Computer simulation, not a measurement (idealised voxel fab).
The process module presented herein is designated voxel gate over fins.
We display cut, a cross-section 260 nm in width whose square cells are each 5 nm.
Think of the cross-section as a grid of square cells. We describe it in bands, top to bottom, and each band covers one or more rows of those cells.
What a band's entry tells you: where the top is and where the bottom is, as heights in nm, and after that what lies inside, material by material from left to right, each with its width in nm. Empty space is written as the word "empty", and a single material marked with the word "full width" occupies the band from edge to edge.
A quick word on heights: they are counted from 0, and under that level the wafer as it came to us is one material throughout. The lowest band is different from the rest in having no bottom; it simply continues downward, written as in "0 and below".
Top row gets the first number, bottom row gets the second, and each row in between changes by the same step: that is how a band width like "30->40" works.
Take "left unchanged" at face value: in the step it is given for, the cross-section changed in none of its cells.
Look at "Closed void listing" for the closed voids: empty spaces with no open path to the top, sized 8 cells or up. Each is width x height at distance, distance from the left edge, all nm.
Heads up: the bit after the settings on a step's line is the simulator's remark on that step.
If you see "overlay nm" on a step's line and that step has a mask, it's telling you how far right of where it was planned the mask ended up; a negative number means it went left instead.

Steps planned for the process
1. op RECEIVE | material Si
2. op CONFORMAL_DEP | material SiN | thk nm 5
3. op DIRECTIONAL_DEP | material aC | thk nm 15
4. op PATTERN | tone cover | mask id FINS | material resist | width nm 15 | pitch nm 40 | thk nm 30 | overlay nm 0
5. op DIRECTIONAL_ETCH | etch materials aC | depth nm 15
6. op STRIP | etch materials resist
7. op DIRECTIONAL_ETCH | etch materials SiN | depth nm 5
8. op DIRECTIONAL_ETCH | etch materials Si | depth nm 35
9. op STRIP | etch materials aC
10. op OXIDIZE | depth nm 5
11. op FILL_DEP | material SiO2 | thk nm 10
12. op CMP | height nm 5
13. op SELECTIVE_ETCH | etch materials SiO2 | depth nm 15
14. op STRIP | etch materials SiN
15. op CONFORMAL_DEP | material HfO2 | thk nm 5
16. op CONFORMAL_DEP | material TiN | thk nm 5
17. op FILL_DEP | material W | thk nm 15
18. op CMP | height nm 20
19. op CONFORMAL_DEP | material SiCN | thk nm 10

Received-state cross-section, reflecting completion of step 1
0 and below = Si full width
Closed void listing: none

End-of-module XS, first of two wafers, run as planned
30 down to 20 = SiCN full width
20 down to 10 = W full width
10 down to 5 = W (55); TiN (25); W (15); TiN (25); W (15); TiN (25); W (15); TiN (25); W (60)
5 down to 0 = W (55); TiN (5); HfO2 (15); TiN (5); W (15); TiN (5); HfO2 (15); TiN (5); W (15); TiN (5); HfO2 (15); TiN (5); W (15); TiN (5); HfO2 (15); TiN (5); W (60)
0 down to -5 = TiN (60); HfO2 (5); Si (5); HfO2 (5); TiN (25); HfO2 (5); Si (5); HfO2 (5); TiN (25); HfO2 (5); Si (5); HfO2 (5); TiN (25); HfO2 (5); Si (5); HfO2 (5); TiN (65)
-5 down to -10 = HfO2 (65); Si (5); HfO2 (35); Si (5); HfO2 (35); Si (5); HfO2 (35); Si (5); HfO2 (70)
-10 down to -40 = SiO2 (65); Si (5); SiO2 (35); Si (5); SiO2 (35); Si (5); SiO2 (35); Si (5); SiO2 (70)
-40 and below = Si full width
Closed void listing: none

Here's the second of our two wafers sectioned at module end. Same start as the first, same plan, but one mistake got made running it
30 down to 20 = SiCN full width
20 down to 10 = W full width
10 down to 5 = W (55); HfO2 (25); W (15); HfO2 (25); W (15); HfO2 (25); W (15); HfO2 (25); W (60)
5 down to 0 = W (55); HfO2 (5); TiN (15); HfO2 (5); W (15); HfO2 (5); TiN (15); HfO2 (5); W (15); HfO2 (5); TiN (15); HfO2 (5); W (15); HfO2 (5); TiN (15); HfO2 (5); W (60)
0 down to -5 = HfO2 (60); TiN (5); Si (5); TiN (5); HfO2 (25); TiN (5); Si (5); TiN (5); HfO2 (25); TiN (5); Si (5); TiN (5); HfO2 (25); TiN (5); Si (5); TiN (5); HfO2 (65)
-5 down to -10 = TiN (65); Si (5); TiN (35); Si (5); TiN (35); Si (5); TiN (35); Si (5); TiN (70)
-10 down to -40 = SiO2 (65); Si (5); SiO2 (35); Si (5); SiO2 (35); Si (5); SiO2 (35); Si (5); SiO2 (70)
-40 and below = Si full width
Closed void listing: none
What broke from the plan during processing? order of steps 15 and 16 inverted relative to the plan
In the final comparison it is observed that the number of cells assigned to each material is identical for the two wafers, whereas their placement is not.
